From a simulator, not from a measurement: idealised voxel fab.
The following is a process module called voxel self aligned contacts.
Cross-section cut: width 200 nm, square cells of 5 nm.
This document writes a cross-section as a grid whose cells are square, and gives it as bands, listed from the top down; one or more rows of cells form a band. Top, bottom (nm), then materials left to right with widths (nm); lone material tagged "all across" fills the whole band edge to edge; "air" = empty space. The reference from which all heights are counted is 0, the level beneath which the as-received wafer is entirely one material; the lowest band, having no lower bound, proceeds downward and is written after the example "0 -> down". Width "30..40": first value at the band's top row of cells, second value at its bottom row, equal change from row to row. What does "nothing changed" mean for a step? It means no cell of the cross-section changed in that step. For the entry "Fully sealed cavities", the listed items are empty spaces with no open way to the top whose size is 8 cells or more; each item follows the pattern width x height at distance, where distance is from the left edge and all three are in nm. That trailing text on a step's line, after the settings, is the simulator's own remark on the step. "overlay nm" denotes, for a step that has a mask, the displacement of the mask to the right of its planned place, with negative values corresponding to the left.
[Intended process steps]
- 1: op RECEIVE | material Si
- 2: op OXIDIZE | depth nm 5
- 3: op DIRECTIONAL_DEP | material polySi | thk nm 30
- 4: op DIRECTIONAL_DEP | material SiN | thk nm 20
- 5: op DIRECTIONAL_DEP | material aC | thk nm 15
- 6: op PATTERN | tone cover | mask id GATE | material resist | width nm 25 | pitch nm 60 | thk nm 35 | overlay nm 0
- 7: op DIRECTIONAL_ETCH | etch materials aC | depth nm 15
- 8: op STRIP | etch materials resist
- 9: op DIRECTIONAL_ETCH | etch materials SiN | depth nm 20
- 10: op DIRECTIONAL_ETCH | etch materials polySi | depth nm 30
- 11: op STRIP | etch materials aC
- 12: op CONFORMAL_DEP | material SiN | thk nm 10
- 13: op DIRECTIONAL_ETCH | etch materials SiN | depth nm 10
- 14: op FILL_DEP | material SiO2 | thk nm 20
- 15: op CMP | height nm 60
- 16: op PATTERN | tone open | mask id CONTACT | material resist | width nm 45 | pitch nm 60 | thk nm 15 | overlay nm 0
- 17: op DIRECTIONAL_ETCH | etch materials SiO2 | depth nm 65
- 18: op STRIP | etch materials resist
- 19: op CONFORMAL_DEP | material TiN | thk nm 5
- 20: op FILL_DEP | material Ru | thk nm 10
- 21: op CMP | height nm 60
- 22: op CONFORMAL_DEP | material SiCN | thk nm 5
[First of two wafers, with the run carried out as planned]
[Cross-section of the wafer at receipt, which is the condition after step 1]
* 0 -> down = Si all across
* Fully sealed cavities: none
[after step 2]
* 0 -> -5 = SiO2 all across
* Note: structure below -5 unchanged.
[after step 3]
* 30 -> 0 = polySi all across
* Note: structure below 0 unchanged.
[after step 4]
* 50 -> 30 = SiN all across
* Note: structure below 30 unchanged.
[after step 5]
* 65 -> 50 = aC all across
* Note: structure below 50 unchanged.
[after step 6]
* 100 -> 65 = air: 25; resist: 25; air: 35; resist: 25; air: 35; resist: 25; air: 30
* Note: structure below 65 unchanged.
[after step 7]
* 85 -> 65 = air: 25; resist: 25; air: 35; resist: 25; air: 35; resist: 25; air: 30
* 65 -> 50 = air: 25; aC: 25; air: 35; aC: 25; air: 35; aC: 25; air: 30
* Note: structure below 50 unchanged.
[after step 8]
* 65 -> 50 = air: 25; aC: 25; air: 35; aC: 25; air: 35; aC: 25; air: 30
* Note: structure below 50 unchanged.
[after step 9]
* 65 -> 50 = air: 25; aC: 25; air: 35; aC: 25; air: 35; aC: 25; air: 30
* 50 -> 30 = air: 25; SiN: 25; air: 35; SiN: 25; air: 35; SiN: 25; air: 30
* Note: structure below 30 unchanged.
[after step 10]
* 65 -> 50 = air: 25; aC: 25; air: 35; aC: 25; air: 35; aC: 25; air: 30
* 50 -> 30 = air: 25; SiN: 25; air: 35; SiN: 25; air: 35; SiN: 25; air: 30
* 30 -> 0 = air: 25; polySi: 25; air: 35; polySi: 25; air: 35; polySi: 25; air: 30
* Note: structure below 0 unchanged.
[after step 11]
* 50 -> 30 = air: 25; SiN: 25; air: 35; SiN: 25; air: 35; SiN: 25; air: 30
* Note: structure below 30 unchanged.
[after step 12]
* 60 -> 30 = air: 15; SiN: 45; air: 15; SiN: 45; air: 15; SiN: 45; air: 20
* 30 -> 10 = air: 15; SiN: 10; polySi: 25; SiN: 10; air: 15; SiN: 10; polySi: 25; SiN: 10; air: 15; SiN: 10; polySi: 25; SiN: 10; air: 20
* 10 -> 0 = SiN: 25; polySi: 25; SiN: 35; polySi: 25; SiN: 35; polySi: 25; SiN: 30
* Note: structure below 0 unchanged.
[after step 13]
* 50 -> 30 = air: 15; SiN: 45; air: 15; SiN: 45; air: 15; SiN: 45; air: 20
* 30 -> 0 = air: 15; SiN: 10; polySi: 25; SiN: 10; air: 15; SiN: 10; polySi: 25; SiN: 10; air: 15; SiN: 10; polySi: 25; SiN: 10; air: 20
* Note: structure below 0 unchanged.
[after step 14]
* 70 -> 50 = SiO2 all across
* 50 -> 30 = SiO2: 15; SiN: 45; SiO2: 15; SiN: 45; SiO2: 15; SiN: 45; SiO2: 20
* 30 -> 0 = SiO2: 15; SiN: 10; polySi: 25; SiN: 10; SiO2: 15; SiN: 10; polySi: 25; SiN: 10; SiO2: 15; SiN: 10; polySi: 25; SiN: 10; SiO2: 20
* Note: structure below 0 unchanged.
[after step 15]
* 60 -> 50 = SiO2 all across
* Note: structure below 50 unchanged.
[after step 16]
* 75 -> 60 = resist: 45; air: 45; resist: 15; air: 45; resist: 50
* Note: structure below 60 unchanged.
[after step 17]
* 75 -> 60 = resist: 45; air: 45; resist: 15; air: 45; resist: 50
* 60 -> 50 = SiO2: 45; air: 45; SiO2: 15; air: 45; SiO2: 50
* 50 -> 30 = SiO2: 15; SiN: 45; air: 15; SiN: 45; air: 15; SiN: 45; SiO2: 20
* 30 -> 0 = SiO2: 15; SiN: 10; polySi: 25; SiN: 10; air: 15; SiN: 10; polySi: 25; SiN: 10; air: 15; SiN: 10; polySi: 25; SiN: 10; SiO2: 20
* 0 -> -5 = SiO2: 60; air: 15; SiO2: 45; air: 15; SiO2: 65
* Note: structure below -5 unchanged.
[after step 18]
* 60 -> 50 = SiO2: 45; air: 45; SiO2: 15; air: 45; SiO2: 50
* Note: structure below 50 unchanged.
[after step 19]
* 65 -> 60 = TiN: 50; air: 35; TiN: 25; air: 35; TiN: 55
* 60 -> 50 = SiO2: 45; TiN: 5..20; air: 35..5; TiN: 5..20; SiO2: 15; TiN: 5..20; air: 35..5; TiN: 5..20; SiO2: 50
* 50 -> 30 = SiO2: 15; SiN: 45; TiN: 5; air: 5; TiN: 5; SiN: 45; TiN: 5; air: 5; TiN: 5; SiN: 45; SiO2: 20
* 30 -> 0 = SiO2: 15; SiN: 10; polySi: 25; SiN: 10; TiN: 5; air: 5; TiN: 5; SiN: 10; polySi: 25; SiN: 10; TiN: 5; air: 5; TiN: 5; SiN: 10; polySi: 25; SiN: 10; SiO2: 20
* 0 -> -5 = SiO2: 60; TiN: 15; SiO2: 45; TiN: 15; SiO2: 65
* Note: structure below -5 unchanged.
[after step 20]
* 75 -> 65 = Ru all across
* 65 -> 60 = TiN: 50; Ru: 35; TiN: 25; Ru: 35; TiN: 55
* 60 -> 50 = SiO2: 45; TiN: 5..20; Ru: 35..5; TiN: 5..20; SiO2: 15; TiN: 5..20; Ru: 35..5; TiN: 5..20; SiO2: 50
* 50 -> 30 = SiO2: 15; SiN: 45; TiN: 5; Ru: 5; TiN: 5; SiN: 45; TiN: 5; Ru: 5; TiN: 5; SiN: 45; SiO2: 20
* 30 -> 0 = SiO2: 15; SiN: 10; polySi: 25; SiN: 10; TiN: 5; Ru: 5; TiN: 5; SiN: 10; polySi: 25; SiN: 10; TiN: 5; Ru: 5; TiN: 5; SiN: 10; polySi: 25; SiN: 10; SiO2: 20
* Note: structure below 0 unchanged.
[after step 21]
* 60 -> 50 = SiO2: 45; TiN: 5..20; Ru: 35..5; TiN: 5..20; SiO2: 15; TiN: 5..20; Ru: 35..5; TiN: 5..20; SiO2: 50
* Note: structure below 50 unchanged.
[after step 22]
* 65 -> 60 = SiCN all across
* Note: structure below 60 unchanged.
[Here the second wafer is described. Its start and its plan were those of the first wafer. Its run contained one mistake. Up to and including step 11, it did exactly what the first wafer did]
Cross-sectional view of the second wafer at the intended end time of process step 12: nothing changed
[Cross-sectional view of the second wafer at the intended end time of process step 13]
* 40 -> 30 = air: 25; SiN: 25; air: 35; SiN: 25; air: 35; SiN: 25; air: 30
* Note: structure below 30 unchanged.
[Cross-sectional view of the second wafer at the intended end time of process step 14]
* 60 -> 40 = SiO2 all across
* 40 -> 30 = SiO2: 25; SiN: 25; SiO2: 35; SiN: 25; SiO2: 35; SiN: 25; SiO2: 30
* 30 -> 0 = SiO2: 25; polySi: 25; SiO2: 35; polySi: 25; SiO2: 35; polySi: 25; SiO2: 30
* Note: structure below 0 unchanged.
Cross-sectional view of the second wafer at the intended end time of process step 15: nothing changed
[Cross-sectional view of the second wafer at the intended end time of process step 16]
* 75 -> 60 = resist: 45; air: 45; resist: 15; air: 45; resist: 50
* Note: structure below 60 unchanged.
[Cross-sectional view of the second wafer at the intended end time of process step 17]
* 75 -> 60 = resist: 45; air: 45; resist: 15; air: 45; resist: 50
* 60 -> 40 = SiO2: 45; air: 45; SiO2: 15; air: 45; SiO2: 50
* 40 -> 30 = SiO2: 25; SiN: 25; air: 35; SiN: 25; air: 35; SiN: 25; SiO2: 30
* 30 -> 0 = SiO2: 25; polySi: 25; air: 35; polySi: 25; air: 35; polySi: 25; SiO2: 30
* 0 -> -5 = SiO2: 50; air: 35; SiO2: 25; air: 35; SiO2: 55
* Note: structure below -5 unchanged.
[Cross-sectional view of the second wafer at the intended end time of process step 18]
* 60 -> 40 = SiO2: 45; air: 45; SiO2: 15; air: 45; SiO2: 50
* Note: structure below 40 unchanged.
[Cross-sectional view of the second wafer at the intended end time of process step 19]
* 65 -> 60 = TiN: 50; air: 35; TiN: 25; air: 35; TiN: 55
* 60 -> 45 = SiO2: 45; TiN: 5; air: 35; TiN: 5; SiO2: 15; TiN: 5; air: 35; TiN: 5; SiO2: 50
* 45 -> 40 = SiO2: 45; TiN: 10; air: 25; TiN: 10; SiO2: 15; TiN: 10; air: 25; TiN: 10; SiO2: 50
* 40 -> 30 = SiO2: 25; SiN: 25; TiN: 5; air: 25; TiN: 5; SiN: 25; TiN: 5; air: 25; TiN: 5; SiN: 25; SiO2: 30
* 30 -> 0 = SiO2: 25; polySi: 25; TiN: 5; air: 25; TiN: 5; polySi: 25; TiN: 5; air: 25; TiN: 5; polySi: 25; SiO2: 30
* 0 -> -5 = SiO2: 50; TiN: 35; SiO2: 25; TiN: 35; SiO2: 55
* Note: structure below -5 unchanged.
[Cross-sectional view of the second wafer at the intended end time of process step 20]
* 75 -> 65 = Ru all across
* 65 -> 60 = TiN: 50; Ru: 35; TiN: 25; Ru: 35; TiN: 55
* 60 -> 45 = SiO2: 45; TiN: 5; Ru: 35; TiN: 5; SiO2: 15; TiN: 5; Ru: 35; TiN: 5; SiO2: 50
* 45 -> 40 = SiO2: 45; TiN: 10; Ru: 25; TiN: 10; SiO2: 15; TiN: 10; Ru: 25; TiN: 10; SiO2: 50
* 40 -> 30 = SiO2: 25; SiN: 25; TiN: 5; Ru: 25; TiN: 5; SiN: 25; TiN: 5; Ru: 25; TiN: 5; SiN: 25; SiO2: 30
* 30 -> 0 = SiO2: 25; polySi: 25; TiN: 5; Ru: 25; TiN: 5; polySi: 25; TiN: 5; Ru: 25; TiN: 5; polySi: 25; SiO2: 30
* Note: structure below 0 unchanged.
[Cross-sectional view of the second wafer at the intended end time of process step 21]
* 60 -> 45 = SiO2: 45; TiN: 5; Ru: 35; TiN: 5; SiO2: 15; TiN: 5; Ru: 35; TiN: 5; SiO2: 50
* Note: structure below 45 unchanged.
[Cross-sectional view of the second wafer at the intended end time of process step 22]
* 65 -> 60 = SiCN all across
* Note: structure below 60 unchanged.
What was done differently from what was planned? step 12 of the plan did not run at all; it was left out
Materials where the second wafer ends with more or fewer cells than the first: +96 Ru | -150 SiN | +54 SiO2
